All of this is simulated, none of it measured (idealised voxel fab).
process module | voxel released beams
cross-section cut | 270 nm wide | cells 5 nm
A cross-section is a grid of square cells, given in bands from the top down. A band is one or more rows of cells.
Each band's line starts with the height of the band's top and of its bottom, in nm. Then come its materials from left to right, each with its width in nm. One material with "throughout" fills the band from edge to edge. "air" is empty space.
Height 0 is the level under which the wafer as received is all one material. The lowest band goes on downwards, as in "0 down".
A width such as "30 to 40" changes by the same amount from each row of cells to the next, from the band's top row to its bottom row.
"no change" after a step means that no cell of the cross-section changed.
closed voids: empty space of 8 cells or more with no open way to the top, each as width x height at its distance from the left edge, in nm
after a step's settings: what the simulator itself notes on the step
overlay nm, on a step with a mask: how far to the right of its planned place the mask lay; to the left if negative
plan
1 op RECEIVE | material Si
2 op CONFORMAL_DEP | material Al2O3 | thk nm 10
3 op DIRECTIONAL_DEP | material SiO2 | thk nm 15
4 op PATTERN | tone open | mask id ANCHOR | material resist | width nm 40 | thk nm 15 | overlay nm 0
5 op DIRECTIONAL_ETCH | etch materials SiO2 | depth nm 15
6 op STRIP | etch materials resist
7 op CONFORMAL_DEP | material polySi | thk nm 15
8 op PATTERN | tone cover | mask id BEAM | material resist | width nm 125 | thk nm 20 | overlay nm 0
9 op DIRECTIONAL_ETCH | etch materials polySi | depth nm 15
10 op STRIP | etch materials resist
11 op STRIP | etch materials SiO2
first wafer, as planned
as received, after step 1
  0 down: Si throughout
  closed voids: none
after step 2
  10 to 0: Al2O3 throughout
  below 0: unchanged
after step 3
  25 to 10: SiO2 throughout
  below 10: unchanged
after step 4
  40 to 25: resist 75 | air 40 | resist 155
  below 25: unchanged
after step 5
  40 to 25: resist 75 | air 40 | resist 155
  25 to 10: SiO2 75 | air 40 | SiO2 155
  below 10: unchanged
after step 6
  25 to 10: SiO2 75 | air 40 | SiO2 155
  below 10: unchanged
after step 7
  40 to 25: polySi 90 | air 10 | polySi 170
  25 to 10: SiO2 75 | polySi 40 | SiO2 155
  below 10: unchanged
after step 8
  60 to 40: air 70 | resist 125 | air 75
  40 to 25: polySi 90 | resist 10 | polySi 170
  below 25: unchanged
after step 9
  60 to 40: air 70 | resist 125 | air 75
  40 to 25: air 70 | polySi 20 | resist 10 | polySi 95 | air 75
  below 25: unchanged
after step 10
  40 to 25: air 70 | polySi 20 | air 10 | polySi 95 | air 75
  below 25: unchanged
after step 11
  40 to 25: air 70 | polySi 20 | air 10 | polySi 95 | air 75
  25 to 10: air 75 | polySi 40 | air 155
  below 10: unchanged
second wafer: like start, like plan, one mistake. Through step 3 it matches the first wafer
when step 4 should have ended
  40 to 25: resist 85 | air 40 | resist 145
  below 25: unchanged
when step 5 should have ended
  40 to 25: resist 85 | air 40 | resist 145
  25 to 10: SiO2 85 | air 40 | SiO2 145
  below 10: unchanged
when step 6 should have ended
  25 to 10: SiO2 85 | air 40 | SiO2 145
  below 10: unchanged
when step 7 should have ended
  40 to 25: polySi 100 | air 10 | polySi 160
  25 to 10: SiO2 85 | polySi 40 | SiO2 145
  below 10: unchanged
when step 8 should have ended
  60 to 40: air 70 | resist 125 | air 75
  40 to 25: polySi 100 | resist 10 | polySi 160
  below 25: unchanged
when step 9 should have ended
  60 to 40: air 70 | resist 125 | air 75
  40 to 25: air 70 | polySi 30 | resist 10 | polySi 85 | air 75
  below 25: unchanged
when step 10 should have ended
  40 to 25: air 70 | polySi 30 | air 10 | polySi 85 | air 75
  below 25: unchanged
when step 11 should have ended
  40 to 25: air 70 | polySi 30 | air 10 | polySi 85 | air 75
  25 to 10: air 85 | polySi 40 | air 145
  below 10: unchanged
what went wrong: step 4 ran as: op PATTERN | tone open | mask id ANCHOR | material resist | width nm 40 | thk nm 15 | overlay nm 10
at the end the second wafer has, in cells: as many of each material as the first, in other places
